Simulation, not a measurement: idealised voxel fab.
process module | voxel ribs on slabs
cross-section cut | 295 nm wide | cells 5 nm
A cross-section is a grid of square cells, given in bands from the top down. A band is one or more rows of cells.
Each band's line starts with the height of the band's top and of its bottom, in nm. Then come its materials from left to right, each with its width in nm. One material with "throughout" fills the band from edge to edge. "air" is empty space.
Height 0 is the level under which the wafer as received is all one material. The lowest band goes on downwards, as in "0 down".
A width such as "30 to 40" changes by the same amount from each row of cells to the next, from the band's top row to its bottom row.
"no change" after a step means that no cell of the cross-section changed.
closed voids: empty space of 8 cells or more with no open way to the top, each as width x height at its distance from the left edge, in nm
after a step's settings: what the simulator itself notes on the step
overlay nm, on a step with a mask: how far to the right of its planned place the mask lay; to the left if negative
plan
1 op RECEIVE | material Si
2 op DIRECTIONAL_DEP | material SiO2 | thk nm 25
3 op DIRECTIONAL_DEP | material SiN | thk nm 20
4 op MASKED_ETCH | tone cover | mask id RIB | width nm 15 | etch materials SiN | depth nm 10 | overlay nm 0
5 op PATTERN | tone cover | mask id SLAB | material resist | width nm 55 | thk nm 15 | overlay nm 0
6 op DIRECTIONAL_ETCH | etch materials SiN | depth nm 10
7 op STRIP | etch materials resist
8 op FILL_DEP | material SiO2 | thk nm 25
9 op CMP | height nm 60
10 op DIRECTIONAL_DEP | material TiN | thk nm 10
11 op DIRECTIONAL_DEP | material aC | thk nm 15
12 op PATTERN | tone cover | mask id HEATER | material resist | width nm 25 | thk nm 30 | overlay nm 0
13 op DIRECTIONAL_ETCH | etch materials aC | depth nm 15
14 op STRIP | etch materials resist
15 op DIRECTIONAL_ETCH | etch materials TiN | depth nm 10
16 op STRIP | etch materials aC
17 op CONFORMAL_DEP | material SiN | thk nm 10
first wafer, as planned
as received, after step 1
  0 down: Si throughout
  closed voids: none
after step 2
  25 to 0: SiO2 throughout
  below 0: unchanged
after step 3
  45 to 25: SiN throughout
  below 25: unchanged
after step 4
  45 to 35: air 140 | SiN 15 | air 140
  below 35: unchanged
after step 5
  60 to 45: air 120 | resist 55 | air 120
  45 to 35: air 120 | resist 20 | SiN 15 | resist 20 | air 120
  below 35: unchanged
after step 6
  60 to 45: air 120 | resist 55 | air 120
  45 to 35: air 120 | resist 20 | SiN 15 | resist 20 | air 120
  35 to 25: air 120 | SiN 55 | air 120
  below 25: unchanged
after step 7
  45 to 35: air 140 | SiN 15 | air 140
  below 35: unchanged
after step 8
  70 to 45: SiO2 throughout
  45 to 35: SiO2 140 | SiN 15 | SiO2 140
  35 to 25: SiO2 120 | SiN 55 | SiO2 120
  below 25: unchanged
after step 9
  60 to 45: SiO2 throughout
  below 45: unchanged
after step 10
  70 to 60: TiN throughout
  below 60: unchanged
after step 11
  85 to 70: aC throughout
  below 70: unchanged
after step 12
  115 to 85: air 135 | resist 25 | air 135
  below 85: unchanged
after step 13
  100 to 85: air 135 | resist 25 | air 135
  85 to 70: air 135 | aC 25 | air 135
  below 70: unchanged
after step 14
  85 to 70: air 135 | aC 25 | air 135
  below 70: unchanged
after step 15
  85 to 70: air 135 | aC 25 | air 135
  70 to 60: air 135 | TiN 25 | air 135
  below 60: unchanged
after step 16
  70 to 60: air 135 | TiN 25 | air 135
  below 60: unchanged
after step 17
  80 to 70: air 125 | SiN 45 | air 125
  70 to 60: SiN 135 | TiN 25 | SiN 135
  below 60: unchanged
second wafer: like start, like plan, one mistake. Through step 3 it matches the first wafer
when step 4 should have ended
  45 to 35: air 145 | SiN 15 | air 135
  below 35: unchanged
when step 5 should have ended
  60 to 45: air 120 | resist 55 | air 120
  45 to 35: air 120 | resist 25 | SiN 15 | resist 15 | air 120
  below 35: unchanged
when step 6 should have ended
  60 to 45: air 120 | resist 55 | air 120
  45 to 35: air 120 | resist 25 | SiN 15 | resist 15 | air 120
  35 to 25: air 120 | SiN 55 | air 120
  below 25: unchanged
when step 7 should have ended
  45 to 35: air 145 | SiN 15 | air 135
  below 35: unchanged
when step 8 should have ended
  70 to 45: SiO2 throughout
  45 to 35: SiO2 145 | SiN 15 | SiO2 135
  35 to 25: SiO2 120 | SiN 55 | SiO2 120
  below 25: unchanged
when step 9 should have ended
  60 to 45: SiO2 throughout
  below 45: unchanged
when step 10 should have ended
  70 to 60: TiN throughout
  below 60: unchanged
when step 11 should have ended
  85 to 70: aC throughout
  below 70: unchanged
when step 12 should have ended
  115 to 85: air 135 | resist 25 | air 135
  below 85: unchanged
when step 13 should have ended
  100 to 85: air 135 | resist 25 | air 135
  85 to 70: air 135 | aC 25 | air 135
  below 70: unchanged
when step 14 should have ended
  85 to 70: air 135 | aC 25 | air 135
  below 70: unchanged
when step 15 should have ended
  85 to 70: air 135 | aC 25 | air 135
  70 to 60: air 135 | TiN 25 | air 135
  below 60: unchanged
when step 16 should have ended
  70 to 60: air 135 | TiN 25 | air 135
  below 60: unchanged
when step 17 should have ended
  80 to 70: air 125 | SiN 45 | air 125
  70 to 60: SiN 135 | TiN 25 | SiN 135
  below 60: unchanged
what went wrong: step 4 ran as: op MASKED_ETCH | tone cover | mask id RIB | width nm 15 | etch materials SiN | depth nm 10 | overlay nm 5
at the end the second wafer has, in cells: as many of each material as the first, in other places
